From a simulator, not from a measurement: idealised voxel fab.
Name of the process module below: voxel local oxidation
It is cross-section cut that appears here, measuring 240 nm in width, its square cells being 5 nm in size.
How to read a cross-section here: the picture is a grid of square cells, written as bands going from the top down, and any band can span one or more rows of cells. Within each band entry, the heights of the top and of the bottom of the band appear first, in that order and in nm; the materials of the band then follow from left to right, each with its corresponding width in nm. The designation "full width" on a single material indicates that it fills the band from edge to edge; the designation "blank" indicates empty space. Ref level 0: as-received wafer is one material below here. Bottom band extends down with no lower bound ("z 0 and below"). Top row gets the first number, bottom row gets the second, and each row in between changes by the same step: that is how a band width like "30 to 40" works. Where a step carries "all unchanged", the cross-section came out of it unchanged, cell for cell. Any empty space of 8 cells or more lacking an open way to the top shows up in "Closed void inventory" as width x height at distance, distance from the left edge, in nm. after a step's settings: what the simulator itself notes on the step. overlay nm: on a step with a mask, how far right of its planned place the mask lay; negative means left.
THE FOLLOWING LIST GIVES THE PLANNED PROCESS STEPS
1) RECEIVE (material Si)
2) OXIDIZE (depth nm 5)
3) CONFORMAL_DEP (material SiN; thk nm 15)
4) MASKED_ETCH (tone cover; mask id ACTIVE; width nm 90; etch materials SiN; depth nm 15; overlay nm 0)
5) SELECTIVE_ETCH (etch materials SiO2; depth nm 5)
6) OXIDIZE (depth nm 5)
7) STRIP (etch materials SiN)
Variable across wafers: step 6 depth nm (plan value is that of the first wafer; starting state common to all).
CROSS-SECTION OF THE FIRST OF SEVERAL WAFERS AS RECEIVED (AFTER STEP 1)
* z 0 and below  Si full width
* Closed void inventory: none
EACH ROW BELOW IS A WAFER AT THE END OF THE MODULE, LISTING FOR EVERY MATERIAL THE NUMBER OF CELLS IT HAS GAINED (+) OR LOST (-) SINCE IT WAS RECEIVED, FOLLOWED BY ITS CLOSED VOIDS
depth nm 5, -82 Si, +50 SiO2, Closed void inventory: none
depth nm 10, -120 Si, +88 SiO2, Closed void inventory: none
depth nm 15, -162 Si, +130 SiO2, Closed void inventory: none
depth nm 20, -208 Si, +176 SiO2, Closed void inventory: none
depth nm 25, -258 Si, +226 SiO2, Closed void inventory: none
